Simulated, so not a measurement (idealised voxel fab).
process module | voxel double patterning
cross-section cut | 295 nm wide | cells 5 nm
A cross-section is a grid of square cells, given in bands from the top down. A band is one or more rows of cells.
Each band's line starts with the height of the band's top and of its bottom, in nm. Then come its materials from left to right, each with its width in nm. One material with "throughout" fills the band from edge to edge. "air" is empty space.
Height 0 is the level under which the wafer as received is all one material. The lowest band goes on downwards, as in "0 down".
A width such as "30 to 40" changes by the same amount from each row of cells to the next, from the band's top row to its bottom row.
"no change" after a step means that no cell of the cross-section changed.
closed voids: empty space of 8 cells or more with no open way to the top, each as width x height at its distance from the left edge, in nm
after a step's settings: what the simulator itself notes on the step
overlay nm, on a step with a mask: how far to the right of its planned place the mask lay; to the left if negative
plan
1 op RECEIVE | material Si
2 op CONFORMAL_DEP | material SiN | thk nm 10
3 op DIRECTIONAL_DEP | material SiO2 | thk nm 15
4 op DIRECTIONAL_DEP | material SiCN | thk nm 5
5 op PATTERN | tone open | mask id FIRST | material resist | width nm 15 | pitch nm 50 | thk nm 15 | overlay nm 0
6 op DIRECTIONAL_ETCH | etch materials SiCN | depth nm 5
7 op STRIP | etch materials resist
8 op DIRECTIONAL_DEP | material aC | thk nm 10
9 op PATTERN | tone open | mask id SECOND | material resist | width nm 15 | thk nm 30 | overlay nm 0
10 op DIRECTIONAL_ETCH | etch materials aC | depth nm 10
11 op STRIP | etch materials resist
12 op DIRECTIONAL_ETCH | etch materials SiCN | depth nm 5
13 op STRIP | etch materials aC
14 op DIRECTIONAL_ETCH | etch materials SiO2 | depth nm 15
15 op STRIP | etch materials SiCN
as received, after step 1
  0 down: Si throughout
  closed voids: none
first wafer at the end, as planned
  25 to 10: SiO2 115 | air 15 | SiO2 10 | air 15 | SiO2 10 | air 15 | SiO2 115
  10 to 0: SiN throughout
  0 down: Si throughout
  closed voids: none
second wafer at the end: like start, like plan, one mistake
  25 to 15: SiN throughout
  15 to 0: SiO2 throughout
  0 down: Si throughout
  closed voids: none
what went wrong: steps 2 and 3 were swapped
at the end the second wafer has, in cells: 27 more of SiO2
